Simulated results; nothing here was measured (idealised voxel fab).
Module name: voxel wiring stack (process module)
Square cells of 5 nm make up the cross-section cut, whose width is 265 nm.
Each cross-section below is a grid of square cells, stated as bands in top-down order, with one or more rows of cells making up each band.
Heads up on the band format: heights come first, top then bottom, in nm. After that it's the materials left to right, each with its width in nm. A single material flagged "edge to edge" fills the whole band edge to edge, and "air" means there's empty space there.
Heights are measured from 0, the level below which the as-received wafer is all one material; the lowest band has no bottom and continues downward, written as in "0 -> down".
Width "30..40": first value at the band's top row of cells, second value at its bottom row, equal change from row to row.
"nothing changed" for a step: no cell of the cross-section changed in that step.
"Sealed-off cavities": empty spaces of 8 cells or more with no open way to the top, each given as width x height at distance, distance from the left edge, all in nm.
Formally, on a step line, whatever follows the settings is a remark that the simulator itself makes on the step.
"overlay nm" on a masked step: distance the mask lay right of its planned place, negative for left.
Steps in the process plan
1 RECEIVE: material Si
2 CONFORMAL_DEP: material SiO2, thk nm 15
3 DIRECTIONAL_DEP: material TiN, thk nm 5
4 DIRECTIONAL_DEP: material Ru, thk nm 25
5 MASKED_ETCH: tone cover, mask id METAL_1, width nm 20, pitch nm 35, etch materials Ru, depth nm 25, overlay nm 0
6 MASKED_ETCH: tone cover, mask id METAL_1, width nm 20, pitch nm 35, etch materials TiN, depth nm 5, overlay nm 0
7 CONFORMAL_DEP: material SiCN, thk nm 5
8 FILL_DEP: material lowk, thk nm 5
9 CMP: height nm 45
10 CONFORMAL_DEP: material SiCN, thk nm 5
11 DIRECTIONAL_DEP: material SiO2, thk nm 30
12 MASKED_ETCH: tone open, mask id METAL_2, width nm 20, pitch nm 35, etch materials SiO2, depth nm 15, overlay nm 0
13 DIRECTIONAL_DEP: material aC, thk nm 10
14 PATTERN: tone open, mask id METAL_2_HOLES, material resist, width nm 15, pitch nm 70, thk nm 25, overlay nm 0
15 DIRECTIONAL_ETCH: etch materials aC, depth nm 10
16 STRIP: etch materials resist
17 DIRECTIONAL_ETCH: etch materials SiO2, depth nm 15
18 DIRECTIONAL_ETCH: etch materials SiCN, depth nm 5
19 STRIP: etch materials aC
20 CONFORMAL_DEP: material TiN, thk nm 5
21 FILL_DEP: material Ru, thk nm 10
22 CMP: height nm 80
23 CONFORMAL_DEP: material SiCN, thk nm 5
24 DIRECTIONAL_DEP: material lowk, thk nm 15
25 MASKED_ETCH: tone open, mask id PLUG_2, width nm 15, pitch nm 35, etch materials lowk, depth nm 15, overlay nm 0
26 MASKED_ETCH: tone open, mask id PLUG_2, width nm 15, pitch nm 35, etch materials SiCN, depth nm 5, overlay nm 0
27 CONFORMAL_DEP: material TiN, thk nm 5
28 FILL_DEP: material Cu, thk nm 10
29 CMP: height nm 100
30 DIRECTIONAL_DEP: material TiN, thk nm 5
31 DIRECTIONAL_DEP: material W, thk nm 15
32 DIRECTIONAL_DEP: material aC, thk nm 15
33 PATTERN: tone cover, mask id METAL_3, material resist, width nm 20, pitch nm 35, thk nm 35, overlay nm 0
34 DIRECTIONAL_ETCH: etch materials aC, depth nm 15
35 STRIP: etch materials resist
36 DIRECTIONAL_ETCH: etch materials W, depth nm 15
37 DIRECTIONAL_ETCH: etch materials TiN, depth nm 5
38 STRIP: etch materials aC
39 CONFORMAL_DEP: material SiCN, thk nm 5
40 FILL_DEP: material SiO2, thk nm 10
41 CMP: height nm 120
42 CONFORMAL_DEP: material SiN, thk nm 5
Wafer at receipt (post step 1), cross-section
    0 -> down: Si edge to edge
    Sealed-off cavities: none
Wafer cross-section at module end: first of two, run to plan
    125 -> 120: SiN edge to edge
    120 -> 105: SiO2 80 nm; SiCN 5 nm; W 20 nm; SiCN 5 nm; SiO2 5 nm; SiCN 5 nm; W 20 nm; SiCN 5 nm; SiO2 5 nm; SiCN 5 nm; W 20 nm; SiCN 5 nm; SiO2 85 nm
    105 -> 100: SiCN 85 nm; TiN 20 nm; SiCN 15 nm; TiN 20 nm; SiCN 15 nm; TiN 20 nm; SiCN 90 nm
    100 -> 85: lowk 85 nm; TiN 5 nm; Cu 5 nm; TiN 5 nm; lowk 20 nm; TiN 5 nm; Cu 5 nm; TiN 5 nm; lowk 20 nm; TiN 5 nm; Cu 5 nm; TiN 5 nm; lowk 95 nm
    85 -> 80: SiCN 85 nm; TiN 15 nm; SiCN 20 nm; TiN 15 nm; SiCN 20 nm; TiN 15 nm; SiCN 95 nm
    80 -> 70: SiO2 85 nm; TiN 5 nm; Ru 10 nm; TiN 5 nm; SiO2 15 nm; TiN 5 nm; Ru 10 nm; TiN 5 nm; SiO2 15 nm; TiN 5 nm; Ru 10 nm; TiN 5 nm; SiO2 90 nm
    70 -> 65: SiO2 85 nm; TiN 5 nm; Ru 5 nm; TiN 10 nm; SiO2 15 nm; TiN 20 nm; SiO2 15 nm; TiN 5 nm; Ru 5 nm; TiN 10 nm; SiO2 90 nm
    65 -> 50: SiO2 85 nm; TiN 5 nm; Ru 5 nm; TiN 5 nm; SiO2 55 nm; TiN 5 nm; Ru 5 nm; TiN 5 nm; SiO2 95 nm
    50 -> 45: SiCN 85 nm; TiN 15 nm; SiCN 55 nm; TiN 15 nm; SiCN 95 nm
    45 -> 20: lowk 80 nm; SiCN 5 nm; Ru 20 nm; SiCN 5 nm; lowk 5 nm; SiCN 5 nm; Ru 20 nm; SiCN 5 nm; lowk 5 nm; SiCN 5 nm; Ru 20 nm; SiCN 5 nm; lowk 85 nm
    20 -> 15: SiCN 85 nm; TiN 20 nm; SiCN 15 nm; TiN 20 nm; SiCN 15 nm; TiN 20 nm; SiCN 90 nm
    15 -> 0: SiO2 edge to edge
    0 -> down: Si edge to edge
    Sealed-off cavities: none
Wafer two cross-section, module end. Start and plan unchanged from wafer one; one mistake made during the run
    125 -> 120: SiN edge to edge
    120 -> 105: SiO2 80 nm; SiCN 5 nm; W 20 nm; SiCN 5 nm; SiO2 5 nm; SiCN 5 nm; W 20 nm; SiCN 5 nm; SiO2 5 nm; SiCN 5 nm; W 20 nm; SiCN 5 nm; SiO2 85 nm
    105 -> 100: SiCN 85 nm; TiN 20 nm; SiCN 15 nm; TiN 20 nm; SiCN 15 nm; TiN 20 nm; SiCN 90 nm
    100 -> 85: lowk 85 nm; TiN 5 nm; Cu 5 nm; TiN 5 nm; lowk 20 nm; TiN 5 nm; Cu 5 nm; TiN 5 nm; lowk 20 nm; TiN 5 nm; Cu 5 nm; TiN 5 nm; lowk 95 nm
    85 -> 80: SiCN 85 nm; TiN 15 nm; SiCN 20 nm; TiN 15 nm; SiCN 20 nm; TiN 15 nm; SiCN 95 nm
    80 -> 70: SiO2 85 nm; TiN 5 nm; Ru 10 nm; TiN 5 nm; SiO2 15 nm; TiN 5 nm; Ru 10 nm; TiN 5 nm; SiO2 15 nm; TiN 5 nm; Ru 10 nm; TiN 5 nm; SiO2 90 nm
    70 -> 65: SiO2 85 nm; TiN 5 nm; Ru 5 nm; TiN 10 nm; SiO2 15 nm; TiN 20 nm; SiO2 15 nm; TiN 5 nm; Ru 5 nm; TiN 10 nm; SiO2 90 nm
    65 -> 50: SiO2 85 nm; TiN 5 nm; Ru 5 nm; TiN 5 nm; SiO2 55 nm; TiN 5 nm; Ru 5 nm; TiN 5 nm; SiO2 95 nm
    50 -> 45: SiCN 85 nm; TiN 15 nm; SiCN 55 nm; TiN 15 nm; SiCN 95 nm
    45 -> 30: lowk 80 nm; SiCN 5 nm; Ru 20 nm; SiCN 5 nm; lowk 5 nm; SiCN 5 nm; Ru 20 nm; SiCN 5 nm; lowk 5 nm; SiCN 5 nm; Ru 20 nm; SiCN 5 nm; lowk 85 nm
    30 -> 25: SiCN 85 nm; TiN 20 nm; SiCN 15 nm; TiN 20 nm; SiCN 15 nm; TiN 20 nm; SiCN 90 nm
    25 -> 0: SiO2 edge to edge
    0 -> down: Si edge to edge
    Sealed-off cavities: none
Error vs. plan: step 2 was processed under conditions differing from the plan, specifically as CONFORMAL_DEP: material SiO2, thk nm 25
Cell-count delta at end, second wafer over first, by material: Ru: 24 fewer, SiCN: 12 fewer, SiO2: 106 more, lowk: 70 fewer
